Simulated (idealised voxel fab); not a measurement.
The following is a process module called voxel ribs on slabs.
Each square cell in cross-section cut measures 5 nm, and the section as a whole is 265 nm wide.
Bands, listed from the top down, are how a cross-section gets written in this document; the cross-section itself is a grid of square cells, and a band is one or more rows of them. For a band, the entry starts with two heights in nm, that of the top and then that of the bottom, and carries on with the band's materials in order from left to right, each alongside its width in nm; the word "throughout" beside a single material means it fills the band edge to edge, and "air" means empty space. Height 0 is the level under which the wafer as received is all one material. The lowest band goes on downwards, as in "0..down". A width such as "30 to 40" changes by the same amount from each row of cells to the next, from the band's top row to its bottom row. Reading "no alterations made" for a step: not a cell of the cross-section changed in it. Under "Enclosed internal voids" you'll find the enclosed gaps, the ones with no way out to the top, that are 8 cells or bigger; each reads width x height at distance, with distance counted from the left edge, everything in nm. Note: text after step settings on the step line = simulator remark on that step. overlay nm: mask right of planned place by this much (step with mask). Neg. = left.

# This section lists the process steps that were planned
1: RECEIVE with material Si
2: DIRECTIONAL_DEP with material SiO2, thk nm 20
3: DIRECTIONAL_DEP with material polySi, thk nm 20
4: PATTERN with tone cover, mask id RIB, material resist, width nm 30, thk nm 15, overlay nm 0
5: DIRECTIONAL_ETCH with etch materials polySi, depth nm 5
6: STRIP with etch materials resist
7: PATTERN with tone cover, mask id SLAB, material resist, width nm 90, thk nm 20, overlay nm 0
8: DIRECTIONAL_ETCH with etch materials polySi, depth nm 15
9: STRIP with etch materials resist
10: FILL_DEP with material SiO2, thk nm 30
11: CMP with height nm 60
12: DIRECTIONAL_DEP with material TiN, thk nm 10
13: PATTERN with tone cover, mask id HEATER, material resist, width nm 40, thk nm 15, overlay nm 0
14: DIRECTIONAL_ETCH with etch materials TiN, depth nm 10
15: STRIP with etch materials resist
16: CONFORMAL_DEP with material SiN, thk nm 5

# Cross-section of the wafer as it came to us, i.e., already through step 1
> 0..down = Si throughout
> Enclosed internal voids: none

# Cross-sectional view of the first of the two wafers upon completion of the module, processed in accordance with the plan
> 75..70 = 105 air, 50 SiN, 110 air
> 70..65 = 105 air, 5 SiN, 40 TiN, 5 SiN, 110 air
> 65..60 = 110 SiN, 40 TiN, 115 SiN
> 60..40 = SiO2 throughout
> 40..35 = 115 SiO2, 30 polySi, 120 SiO2
> 35..20 = 85 SiO2, 90 polySi, 90 SiO2
> 20..0 = SiO2 throughout
> 0..down = Si throughout
> Enclosed internal voids: none

# Same start, same plan as the first wafer - but one mistake in the run. Cross-section of the second of the two at the end of the module
> 70..60 = 110 air, 40 TiN, 115 air
> 60..40 = SiO2 throughout
> 40..35 = 115 SiO2, 30 polySi, 120 SiO2
> 35..20 = 85 SiO2, 90 polySi, 90 SiO2
> 20..0 = SiO2 throughout
> 0..down = Si throughout
> Enclosed internal voids: none
Run error: the run left out plan step 16 entirely, so it was never executed
Count the cells at the end and the second wafer has more or fewer of some materials than the first: SiN -57
